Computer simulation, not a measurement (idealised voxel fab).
The following process module bears the name voxel self aligned vias.
It is cross-section cut that appears here, measuring 235 nm in width, its square cells being 5 nm in size.
Reading order for cross-sections: top band down to bottom band. Underlying form: a grid of square cells. Band size: one or more rows of cells.
The band entry comprises the height of the band's top followed by the height of its bottom, expressed in nm, and subsequently the band's materials from left to right, each stated together with its width in nm. Where a single material is marked with the word "full width", that material fills the band from edge to edge. The word "empty" represents empty space.
A quick word on heights: they are counted from 0, and under that level the wafer as it came to us is one material throughout. The lowest band is different from the rest in having no bottom; it simply continues downward, written as in "top 0, no bottom".
When a width is written as two numbers, as in "30->40", the first number is the width in the top row of cells of the band and the second is the width in its bottom row, and the width changes by the same amount from each row to the next.
Any step labelled "nothing altered" changed none of the cells in the cross-section.
Closed internal cavities: empty space of 8 cells or more with no open way to the top, each as width x height at its distance from the left edge, in nm
Where a step's line continues beyond its settings, the continuation is a remark by the simulator itself on that step.
You can add "overlay nm" to a step's line. For a step with a mask, it describes how far the mask lay to the right of its planned position, and a negative number describes a lay to the left.
### Steps planned for the process
1,RECEIVE with material Si
2,CONFORMAL_DEP with material SiO2, thk nm 10
3,CONFORMAL_DEP with material SiCN, thk nm 5
4,DIRECTIONAL_DEP with material SiO2, thk nm 20
5,MASKED_ETCH with tone open, mask id LINES, width nm 25, pitch nm 70, etch materials SiO2, depth nm 20, overlay nm 0
6,CONFORMAL_DEP with material TiN, thk nm 5
7,FILL_DEP with material W, thk nm 10
8,CMP with height nm 35
9,SELECTIVE_ETCH with etch materials W Ru TiN, depth nm 5
10,FILL_DEP with material SiN, thk nm 5
11,CMP with height nm 35
12,DIRECTIONAL_DEP with material SiO2, thk nm 15
13,MASKED_ETCH with tone open, mask id VIAS, width nm 45, pitch nm 70, etch materials SiO2, depth nm 15, overlay nm 0
14,MASKED_ETCH with tone open, mask id VIAS, width nm 45, pitch nm 70, etch materials SiN, depth nm 5, overlay nm 0
15,CONFORMAL_DEP with material TiN, thk nm 5
16,FILL_DEP with material W, thk nm 10
17,CMP with height nm 50
18,CONFORMAL_DEP with material SiN, thk nm 5
### Account of the first of two wafers, which was processed as intended
### So this is the incoming wafer in cross-section - it's already been through step 1
> top 0, no bottom = Si full width
> Closed internal cavities: none
### Cross-section through the wafer, step 2 finished
> top 10, bottom 0 = SiO2 full width
> All layers under 0 are left as they were.
### Cross-section through the wafer, step 3 finished
> top 15, bottom 10 = SiCN full width
> All layers under 10 are left as they were.
### Cross-section through the wafer, step 4 finished
> top 35, bottom 15 = SiO2 full width
> All layers under 15 are left as they were.
### Cross-section through the wafer, step 5 finished
> top 35, bottom 15 = SiO2=70  empty=25  SiO2=45  empty=25  SiO2=70
> All layers under 15 are left as they were.
### Cross-section through the wafer, step 6 finished
> top 40, bottom 35 = TiN=75  empty=15  TiN=55  empty=15  TiN=75
> top 35, bottom 20 = SiO2=70  TiN=5  empty=15  TiN=5  SiO2=45  TiN=5  empty=15  TiN=5  SiO2=70
> top 20, bottom 15 = SiO2=70  TiN=25  SiO2=45  TiN=25  SiO2=70
> All layers under 15 are left as they were.
### Cross-section through the wafer, step 7 finished
> top 50, bottom 40 = W full width
> top 40, bottom 35 = TiN=75  W=15  TiN=55  W=15  TiN=75
> top 35, bottom 20 = SiO2=70  TiN=5  W=15  TiN=5  SiO2=45  TiN=5  W=15  TiN=5  SiO2=70
> All layers under 20 are left as they were.
### Cross-section through the wafer, step 8 finished
> top 35, bottom 20 = SiO2=70  TiN=5  W=15  TiN=5  SiO2=45  TiN=5  W=15  TiN=5  SiO2=70
> All layers under 20 are left as they were.
### Cross-section through the wafer, step 9 finished
> top 35, bottom 30 = SiO2=70  empty=25  SiO2=45  empty=25  SiO2=70
> All layers under 30 are left as they were.
### Cross-section through the wafer, step 10 finished
> top 40, bottom 35 = SiN full width
> top 35, bottom 30 = SiO2=70  SiN=25  SiO2=45  SiN=25  SiO2=70
> All layers under 30 are left as they were.
### Cross-section through the wafer, step 11 finished
> top 35, bottom 30 = SiO2=70  SiN=25  SiO2=45  SiN=25  SiO2=70
> All layers under 30 are left as they were.
### Cross-section through the wafer, step 12 finished
> top 50, bottom 35 = SiO2 full width
> All layers under 35 are left as they were.
### Cross-section through the wafer, step 13 finished
> top 50, bottom 35 = SiO2=60  empty=45  SiO2=25  empty=45  SiO2=60
> All layers under 35 are left as they were.
### Cross-section through the wafer, step 14 finished
> top 50, bottom 35 = SiO2=60  empty=45  SiO2=25  empty=45  SiO2=60
> top 35, bottom 30 = SiO2=70  empty=25  SiO2=45  empty=25  SiO2=70
> All layers under 30 are left as they were.
### Cross-section through the wafer, step 15 finished
> top 55, bottom 50 = TiN=65  empty=35  TiN=35  empty=35  TiN=65
> top 50, bottom 40 = SiO2=60  TiN=5  empty=35  TiN=5  SiO2=25  TiN=5  empty=35  TiN=5  SiO2=60
> top 40, bottom 35 = SiO2=60  TiN=15  empty=15  TiN=15  SiO2=25  TiN=15  empty=15  TiN=15  SiO2=60
> top 35, bottom 30 = SiO2=70  TiN=25  SiO2=45  TiN=25  SiO2=70
> All layers under 30 are left as they were.
### Cross-section through the wafer, step 16 finished
> top 65, bottom 55 = W full width
> top 55, bottom 50 = TiN=65  W=35  TiN=35  W=35  TiN=65
> top 50, bottom 40 = SiO2=60  TiN=5  W=35  TiN=5  SiO2=25  TiN=5  W=35  TiN=5  SiO2=60
> top 40, bottom 35 = SiO2=60  TiN=15  W=15  TiN=15  SiO2=25  TiN=15  W=15  TiN=15  SiO2=60
> All layers under 35 are left as they were.
### Cross-section through the wafer, step 17 finished
> top 50, bottom 40 = SiO2=60  TiN=5  W=35  TiN=5  SiO2=25  TiN=5  W=35  TiN=5  SiO2=60
> All layers under 40 are left as they were.
### Cross-section through the wafer, step 18 finished
> top 55, bottom 50 = SiN full width
> All layers under 50 are left as they were.
### Second wafer, same starting state and plan as the first, one mistake in the run, identical through step 3
### Second wafer cross-section, taken as of the time the plan sets for step 4 to be done
> top 30, bottom 15 = SiO2 full width
> All layers under 15 are left as they were.
### Second wafer cross-section, taken as of the time the plan sets for step 5 to be done
> top 30, bottom 15 = SiO2=70  empty=25  SiO2=45  empty=25  SiO2=70
> All layers under 15 are left as they were.
### Second wafer cross-section, taken as of the time the plan sets for step 6 to be done
> top 35, bottom 30 = TiN=75  empty=15  TiN=55  empty=15  TiN=75
> top 30, bottom 20 = SiO2=70  TiN=5  empty=15  TiN=5  SiO2=45  TiN=5  empty=15  TiN=5  SiO2=70
> top 20, bottom 15 = SiO2=70  TiN=25  SiO2=45  TiN=25  SiO2=70
> All layers under 15 are left as they were.
### Second wafer cross-section, taken as of the time the plan sets for step 7 to be done
> top 45, bottom 35 = W full width
> top 35, bottom 30 = TiN=75  W=15  TiN=55  W=15  TiN=75
> top 30, bottom 20 = SiO2=70  TiN=5  W=15  TiN=5  SiO2=45  TiN=5  W=15  TiN=5  SiO2=70
> All layers under 20 are left as they were.
### Second wafer cross-section, taken as of the time the plan sets for step 8 to be done
> top 35, bottom 30 = TiN=75  W=15  TiN=55  W=15  TiN=75
> All layers under 30 are left as they were.
### Second wafer cross-section, taken as of the time the plan sets for step 9 to be done
> top 30, bottom 20 = SiO2=70  TiN=5  W=15  TiN=5  SiO2=45  TiN=5  W=15  TiN=5  SiO2=70
> All layers under 20 are left as they were.
### Second wafer cross-section, taken as of the time the plan sets for step 10 to be done
> top 35, bottom 30 = SiN full width
> All layers under 30 are left as they were.
Second wafer cross-section, taken as of the time the plan sets for step 11 to be done: nothing altered
### Second wafer cross-section, taken as of the time the plan sets for step 12 to be done
> top 50, bottom 35 = SiO2 full width
> All layers under 35 are left as they were.
### Second wafer cross-section, taken as of the time the plan sets for step 13 to be done
> top 50, bottom 35 = SiO2=60  empty=45  SiO2=25  empty=45  SiO2=60
> All layers under 35 are left as they were.
### Second wafer cross-section, taken as of the time the plan sets for step 14 to be done
> top 50, bottom 35 = SiO2=60  empty=45  SiO2=25  empty=45  SiO2=60
> top 35, bottom 30 = SiN=60  empty=45  SiN=25  empty=45  SiN=60
> All layers under 30 are left as they were.
### Second wafer cross-section, taken as of the time the plan sets for step 15 to be done
> top 55, bottom 50 = TiN=65  empty=35  TiN=35  empty=35  TiN=65
> top 50, bottom 35 = SiO2=60  TiN=5  empty=35  TiN=5  SiO2=25  TiN=5  empty=35  TiN=5  SiO2=60
> top 35, bottom 30 = SiN=60  TiN=45  SiN=25  TiN=45  SiN=60
> All layers under 30 are left as they were.
### Second wafer cross-section, taken as of the time the plan sets for step 16 to be done
> top 65, bottom 55 = W full width
> top 55, bottom 50 = TiN=65  W=35  TiN=35  W=35  TiN=65
> top 50, bottom 35 = SiO2=60  TiN=5  W=35  TiN=5  SiO2=25  TiN=5  W=35  TiN=5  SiO2=60
> All layers under 35 are left as they were.
### Second wafer cross-section, taken as of the time the plan sets for step 17 to be done
> top 50, bottom 35 = SiO2=60  TiN=5  W=35  TiN=5  SiO2=25  TiN=5  W=35  TiN=5  SiO2=60
> All layers under 35 are left as they were.
### Second wafer cross-section, taken as of the time the plan sets for step 18 to be done
> top 55, bottom 50 = SiN full width
> All layers under 50 are left as they were.
Diagnosis: step 4 ran differently from the plan; actual operation with settings: DIRECTIONAL_DEP with material SiO2, thk nm 15
The second wafer ends with more or fewer cells of some materials than the first, per final count: 29 more of SiN | 37 fewer of SiO2 | 8 more of W
